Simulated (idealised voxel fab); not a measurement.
process module | voxel ribs on slabs
cross-section cut | 225 nm wide | cells 5 nm
A cross-section is a grid of square cells, given in bands from the top down. A band is one or more rows of cells.
Each band's line starts with the height of the band's top and of its bottom, in nm. Then come its materials from left to right, each with its width in nm. One material with "throughout" fills the band from edge to edge. "air" is empty space.
Height 0 is the level under which the wafer as received is all one material. The lowest band goes on downwards, as in "0 down".
A width such as "30 to 40" changes by the same amount from each row of cells to the next, from the band's top row to its bottom row.
"no change" after a step means that no cell of the cross-section changed.
closed voids: empty space of 8 cells or more with no open way to the top, each as width x height at its distance from the left edge, in nm
after a step's settings: what the simulator itself notes on the step
overlay nm, on a step with a mask: how far to the right of its planned place the mask lay; to the left if negative
plan
1 op RECEIVE | material Si
2 op DIRECTIONAL_DEP | material SiO2 | thk nm 25
3 op DIRECTIONAL_DEP | material polySi | thk nm 20
4 op PATTERN | tone cover | mask id RIB | material resist | width nm 15 | thk nm 20 | overlay nm 0
5 op DIRECTIONAL_ETCH | etch materials polySi | depth nm 15
6 op STRIP | etch materials resist
7 op MASKED_ETCH | tone cover | mask id SLAB | width nm 65 | etch materials polySi | depth nm 5 | overlay nm 0
8 op FILL_DEP | material SiO2 | thk nm 20
9 op CMP | height nm 55
10 op DIRECTIONAL_DEP | material W | thk nm 5
11 op PATTERN | tone cover | mask id HEATER | material resist | width nm 25 | thk nm 15 | overlay nm 0
12 op DIRECTIONAL_ETCH | etch materials W | depth nm 10
13 op STRIP | etch materials resist
14 op CONFORMAL_DEP | material SiN | thk nm 10
varied across the wafers: thk nm of step 10. The plan shows the first wafer's value. All wafers start alike
first wafer as received, after step 1
  0 down: Si throughout
  closed voids: none
first wafer at the end, after step 14
  70 to 65: air 90 | SiN 45 | air 90
  65 to 60: SiN throughout
  60 to 55: SiN 100 | W 25 | SiN 100
  55 to 45: SiO2 throughout
  45 to 30: SiO2 105 | polySi 15 | SiO2 105
  30 to 25: SiO2 80 | polySi 65 | SiO2 80
  25 to 0: SiO2 throughout
  0 down: Si throughout
  closed voids: none
last wafer at the end
  90 to 80: air 90 | SiN 45 | air 90
  80 to 70: SiN 100 | W 25 | SiN 100
  70 to 55: W throughout
  55 to 45: SiO2 throughout
  45 to 30: SiO2 105 | polySi 15 | SiO2 105
  30 to 25: SiO2 80 | polySi 65 | SiO2 80
  25 to 0: SiO2 throughout
  0 down: Si throughout
  closed voids: none
each wafer at the end: cells of each material gained (+) or lost (-) since it was received, then its closed voids
thk nm 5 | +94 SiN | +473 SiO2 | +5 W | +22 polySi | closed voids: none
thk nm 10 | +98 SiN | +473 SiO2 | +10 W | +22 polySi | closed voids: none
thk nm 15 | +98 SiN | +473 SiO2 | +55 W | +22 polySi | closed voids: none
thk nm 20 | +98 SiN | +473 SiO2 | +100 W | +22 polySi | closed voids: none
thk nm 25 | +98 SiN | +473 SiO2 | +145 W | +22 polySi | closed voids: none
